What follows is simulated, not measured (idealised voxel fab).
Process module under the name voxel capacitor over wiring
Pictured: cross-section cut, 200 nm wide, on a grid of 5 nm square cells.
Each cross-section below is a grid of square cells, stated as bands in top-down order, with one or more rows of cells making up each band. Top height, bottom height, nm. Materials left to right, width each, nm. Single material + "throughout" = fills band edge to edge. "blank" = empty. Counting heights begins at 0, where everything beneath is, in the wafer as received, one material. The lowest band has no bottom; it goes on downwards, as "0 down" shows. Quick explanation for "30->40": the width changes in equal steps down the rows of cells, from the first number in the band's top row to the second number in its bottom row. Where the words "nothing got changed" appear for a step, the cross-section shows no cell changed by that step; every cell remained as before. Closed-off voids of 8+ cells (no open route to the top) go in "Fully enclosed voids", written width x height at distance from the left edge, in nm. On a step's line, text after the settings is the simulator commenting on that step. overlay nm: mask right of planned place by this much (step with mask). Neg. = left.

**Listed below are the process steps as planned**
1,RECEIVE: material Si
2,CONFORMAL_DEP: material SiO2, thk nm 10
3,DIRECTIONAL_DEP: material TiN, thk nm 5
4,DIRECTIONAL_DEP: material W, thk nm 15
5,MASKED_ETCH: tone cover, mask id METAL_1, width nm 30, pitch nm 90, etch materials W, depth nm 15, overlay nm 0
6,MASKED_ETCH: tone cover, mask id METAL_1, width nm 30, pitch nm 90, etch materials TiN, depth nm 5, overlay nm 0
7,CONFORMAL_DEP: material SiCN, thk nm 5
8,FILL_DEP: material lowk, thk nm 10
9,CMP: height nm 30
10,CONFORMAL_DEP: material SiCN, thk nm 5
11,DIRECTIONAL_DEP: material lowk, thk nm 10
12,PATTERN: tone open, mask id PLUG_1, material resist, width nm 15, thk nm 15, overlay nm 0
13,DIRECTIONAL_ETCH: etch materials lowk, depth nm 10
14,DIRECTIONAL_ETCH: etch materials SiCN, depth nm 5
15,STRIP: etch materials resist
16,EPI: material Ru, thk nm 10
17,EPI: material Ru, thk nm 5
18,DIRECTIONAL_DEP: material TiN, thk nm 5
19,DIRECTIONAL_DEP: material HfO2, thk nm 5
20,DIRECTIONAL_DEP: material TiN, thk nm 10
21,DIRECTIONAL_DEP: material aC, thk nm 10
22,PATTERN: tone cover, mask id UPPER_PLATE, material resist, width nm 55, thk nm 25, overlay nm 0
23,DIRECTIONAL_ETCH: etch materials aC, depth nm 10
24,STRIP: etch materials resist
25,DIRECTIONAL_ETCH: etch materials TiN, depth nm 10
26,DIRECTIONAL_ETCH: etch materials HfO2, depth nm 5
27,STRIP: etch materials aC
28,PATTERN: tone cover, mask id LOWER_PLATE, material resist, width nm 75, thk nm 20, overlay nm 0
29,DIRECTIONAL_ETCH: etch materials TiN, depth nm 5
30,STRIP: etch materials resist
31,FILL_DEP: material SiO2, thk nm 20
32,CMP: height nm 80
33,DIRECTIONAL_DEP: material aC, thk nm 10
34,PATTERN: tone open, mask id PLUG_2, material resist, width nm 15, thk nm 30, overlay nm 0
35,DIRECTIONAL_ETCH: etch materials aC, depth nm 10
36,STRIP: etch materials resist
37,DIRECTIONAL_ETCH: etch materials SiO2, depth nm 15
38,STRIP: etch materials aC
39,CONFORMAL_DEP: material TiN, thk nm 5
40,FILL_DEP: material Cu, thk nm 5
41,CMP: height nm 80
42,CONFORMAL_DEP: material SiCN, thk nm 5
Same starting wafers, different width nm at step 22. Plan value belongs to the first wafer.

**Received wafers, first of several: cross-section after step 1**
0 down: Si throughout
Fully enclosed voids: none

**Tabulated below, wafer by wafer, are the end-of-module results: for each material, the number of cells gained (+) or lost (-) relative to the as-received state, followed by the closed voids**
width nm 55; +2 Cu; +11 HfO2; +9 Ru; +117 SiCN; +303 SiO2; +56 TiN; +36 W; +146 lowk; Fully enclosed voids: none
width nm 60; +2 Cu; +12 HfO2; +9 Ru; +117 SiCN; +300 SiO2; +58 TiN; +36 W; +146 lowk; Fully enclosed voids: none
width nm 65; +2 Cu; +13 HfO2; +9 Ru; +117 SiCN; +297 SiO2; +60 TiN; +36 W; +146 lowk; Fully enclosed voids: none
width nm 70; +2 Cu; +14 HfO2; +9 Ru; +117 SiCN; +294 SiO2; +62 TiN; +36 W; +146 lowk; Fully enclosed voids: none
width nm 75; +2 Cu; +15 HfO2; +9 Ru; +117 SiCN; +291 SiO2; +64 TiN; +36 W; +146 lowk; Fully enclosed voids: none
width nm 80; +2 Cu; +16 HfO2; +9 Ru; +117 SiCN; +288 SiO2; +66 TiN; +36 W; +146 lowk; Fully enclosed voids: none
